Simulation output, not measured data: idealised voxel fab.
Process module heading - voxel lift off
Pictured: cross-section cut, 155 nm wide, on a grid of 5 nm square cells.
A cross-section is a grid of square cells, given in bands from the top down. A band is one or more rows of cells.
Quick guide to a band line: top height, bottom height (nm) up front; then every material left to right with its width in nm. Only one material and it's marked "everywhere"? Then it fills the band edge to edge. And "empty" just means empty space.
Basically, 0 is our baseline, since under it the wafer straight out of the box is all one material. The bottom band has no lower end and keeps on going down, so it looks like "z 0 and below".
The expression "30 to 40" gives the width at the extremes of the band, the first number at its top row of cells and the second at its bottom row, with the width changing by equal amounts from each row to the next in between.
"no alteration" (step): cross-section cells unchanged, all of them.
"Fully sealed voids" enumerates empty spaces isolated from the top, with no open way to it, that contain at least 8 cells, giving each as width x height at distance from the left edge, all three in nm.
after a step's settings: what the simulator itself notes on the step
What "overlay nm" on a step's line means: if the step has a mask, that mask lay this far to the right of its planned place, or, when the value is negative, to the left.
Process steps - plan:
1,RECEIVE (material Si)
2,CONFORMAL_DEP (material Al2O3; thk nm 15)
3,PATTERN (tone open; mask id LINES; material resist; width nm 15; pitch nm 40; thk nm 25; overlay nm 0)
4,DIRECTIONAL_DEP (material Ru; thk nm 15)
5,STRIP (etch materials resist)
6,CONFORMAL_DEP (material SiO2; thk nm 5)
Concerning the first of two wafers, which was run in accordance with the plan:
Cross-section: wafer on arrival = after step 1:
- z 0 and below  Si everywhere
- Fully sealed voids: none
Presented here is a cross-section of the wafer after step 2 has been performed:
- z 15 to 0  Al2O3 everywhere
- Under 0: no change, same as before.
Presented here is a cross-section of the wafer after step 3 has been performed:
- z 40 to 15  resist (30)  empty (15)  resist (25)  empty (15)  resist (25)  empty (15)  resist (30)
- Under 15: no change, same as before.
Presented here is a cross-section of the wafer after step 4 has been performed:
- z 55 to 40  Ru (30)  empty (15)  Ru (25)  empty (15)  Ru (25)  empty (15)  Ru (30)
- z 40 to 30  resist (30)  empty (15)  resist (25)  empty (15)  resist (25)  empty (15)  resist (30)
- z 30 to 15  resist (30)  Ru (15)  resist (25)  Ru (15)  resist (25)  Ru (15)  resist (30)
- Under 15: no change, same as before.
Presented here is a cross-section of the wafer after step 5 has been performed:
- z 30 to 15  empty (30)  Ru (15)  empty (25)  Ru (15)  empty (25)  Ru (15)  empty (30)
- Under 15: no change, same as before.
Presented here is a cross-section of the wafer after step 6 has been performed:
- z 35 to 30  empty (25)  SiO2 (25)  empty (15)  SiO2 (25)  empty (15)  SiO2 (25)  empty (25)
- z 30 to 20  empty (25)  SiO2 (5)  Ru (15)  SiO2 (5)  empty (15)  SiO2 (5)  Ru (15)  SiO2 (5)  empty (15)  SiO2 (5)  Ru (15)  SiO2 (5)  empty (25)
- z 20 to 15  SiO2 (30)  Ru (15)  SiO2 (25)  Ru (15)  SiO2 (25)  Ru (15)  SiO2 (30)
- Under 15: no change, same as before.
Second of two: same start, same plan, one run error; steps up to and including 1 match the first:
Cross-section of the second wafer at the time step 2 of the plan should have ended:
- z 30 to 0  Al2O3 everywhere
- Under 0: no change, same as before.
Cross-section of the second wafer at the time step 3 of the plan should have ended:
- z 55 to 30  resist (30)  empty (15)  resist (25)  empty (15)  resist (25)  empty (15)  resist (30)
- Under 30: no change, same as before.
Cross-section of the second wafer at the time step 4 of the plan should have ended:
- z 70 to 55  Ru (30)  empty (15)  Ru (25)  empty (15)  Ru (25)  empty (15)  Ru (30)
- z 55 to 45  resist (30)  empty (15)  resist (25)  empty (15)  resist (25)  empty (15)  resist (30)
- z 45 to 30  resist (30)  Ru (15)  resist (25)  Ru (15)  resist (25)  Ru (15)  resist (30)
- Under 30: no change, same as before.
Cross-section of the second wafer at the time step 5 of the plan should have ended:
- z 45 to 30  empty (30)  Ru (15)  empty (25)  Ru (15)  empty (25)  Ru (15)  empty (30)
- Under 30: no change, same as before.
Cross-section of the second wafer at the time step 6 of the plan should have ended:
- z 50 to 45  empty (25)  SiO2 (25)  empty (15)  SiO2 (25)  empty (15)  SiO2 (25)  empty (25)
- z 45 to 35  empty (25)  SiO2 (5)  Ru (15)  SiO2 (5)  empty (15)  SiO2 (5)  Ru (15)  SiO2 (5)  empty (15)  SiO2 (5)  Ru (15)  SiO2 (5)  empty (25)
- z 35 to 30  SiO2 (30)  Ru (15)  SiO2 (25)  Ru (15)  SiO2 (25)  Ru (15)  SiO2 (30)
- Under 30: no change, same as before.
What was the processing mistake? yeah, plan step 2 got run twice
Final difference in cells, second wafer against first, listed per material as more or fewer: Al2O3 +93
